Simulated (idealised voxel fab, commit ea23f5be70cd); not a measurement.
The following process module bears the name voxel self aligned vias.
Square cell edge 5 nm, section width 175 nm, ID cut.
Throughout this document, each cross-section is represented as a grid of square cells and is presented as a sequence of bands enumerated from the top downward, where a band comprises one or more rows of cells. Band: top height; bottom height; in nm. Then, left to right: material with width in nm, for each material. "edge to edge": a single material spanning edge to edge. "blank": empty space. Heights are expressed relative to 0, this being the level below which the as-received wafer comprises one material exclusively. The lowest band is unbounded in the downward direction and is denoted as in "0 and below". A two-number width, for instance "30 to 40", indicates that the width is equal to the first number in the top row of the band and to the second number in the bottom row, and that it changes by a constant amount per row of cells. A step reported as "remained the same" is a step in which no cell of the cross-section changed. Entry "Trapped void list". Content: empty spaces with no open connection to the top, size 8 cells or greater. Each: width x height at distance. Distance: from left edge. Unit: nm. Step line, after settings: the simulator's comment on this step. When a step includes a mask, the "overlay nm" setting on its line states how far to the right of its planned place that mask lay, and negative values state how far to the left.

This section lists the process steps that were planned:
| 1 | RECEIVE | material Si |
| 2 | CONFORMAL_DEP | material SiO2 | thk nm 15 |
| 3 | CONFORMAL_DEP | material SiCN | thk nm 5 |
| 4 | DIRECTIONAL_DEP | material lowk | thk nm 25 |
| 5 | DIRECTIONAL_DEP | material aC | thk nm 15 |
| 6 | PATTERN | tone open | mask id LINES | material resist | width nm 25 | pitch nm 65 | thk nm 35 | overlay nm 0 |
| 7 | DIRECTIONAL_ETCH | etch materials aC | depth nm 15 |
| 8 | STRIP | etch materials resist |
| 9 | DIRECTIONAL_ETCH | etch materials lowk | depth nm 25 |
| 10 | STRIP | etch materials aC |
| 11 | CONFORMAL_DEP | material TiN | thk nm 5 |
| 12 | FILL_DEP | material W | thk nm 10 |
| 13 | CMP | height nm 45 |
| 14 | SELECTIVE_ETCH | etch materials W Ru TiN | depth nm 5 |
| 15 | FILL_DEP | material SiN | thk nm 5 |
| 16 | CMP | height nm 45 |
| 17 | DIRECTIONAL_DEP | material lowk | thk nm 15 |
| 18 | MASKED_ETCH | tone open | mask id VIAS | width nm 35 | etch materials lowk | depth nm 15 | overlay nm 0 |
| 19 | MASKED_ETCH | tone open | mask id VIAS | width nm 35 | etch materials SiN | depth nm 5 | overlay nm -15 |
| 20 | CONFORMAL_DEP | material TiN | thk nm 5 |
| 21 | FILL_DEP | material Cu | thk nm 5 |
| 22 | CMP | height nm 60 |
| 23 | CONFORMAL_DEP | material SiN | thk nm 5 |
Be aware that, although all wafers share a common starting state, the overlay nm at step 19 differs among them, and the plan displays the first wafer's value.

Incoming state of the first of several wafers in cross-section: after step 1:
* 0 and below | Si edge to edge
* Trapped void list: none

Take any row and you have a wafer at the end of the module: how many cells of each material it has gained (+) or lost (-) since it was received, and then its closed voids:
overlay nm -15; +11 Cu; +35 SiCN; +42 SiN; +105 SiO2; +35 TiN; +18 W; +209 lowk; Trapped void list: none
overlay nm -10; +12 Cu; +35 SiCN; +41 SiN; +105 SiO2; +35 TiN; +18 W; +209 lowk; Trapped void list: none
overlay nm -5; +13 Cu; +35 SiCN; +40 SiN; +105 SiO2; +35 TiN; +18 W; +209 lowk; Trapped void list: none
overlay nm 0; +13 Cu; +35 SiCN; +40 SiN; +105 SiO2; +35 TiN; +18 W; +209 lowk; Trapped void list: none
overlay nm 5; +13 Cu; +35 SiCN; +40 SiN; +105 SiO2; +35 TiN; +18 W; +209 lowk; Trapped void list: none
overlay nm 10; +12 Cu; +35 SiCN; +41 SiN; +105 SiO2; +35 TiN; +18 W; +209 lowk; Trapped void list: none
overlay nm 15; +11 Cu; +35 SiCN; +42 SiN; +105 SiO2; +35 TiN; +18 W; +209 lowk; Trapped void list: none
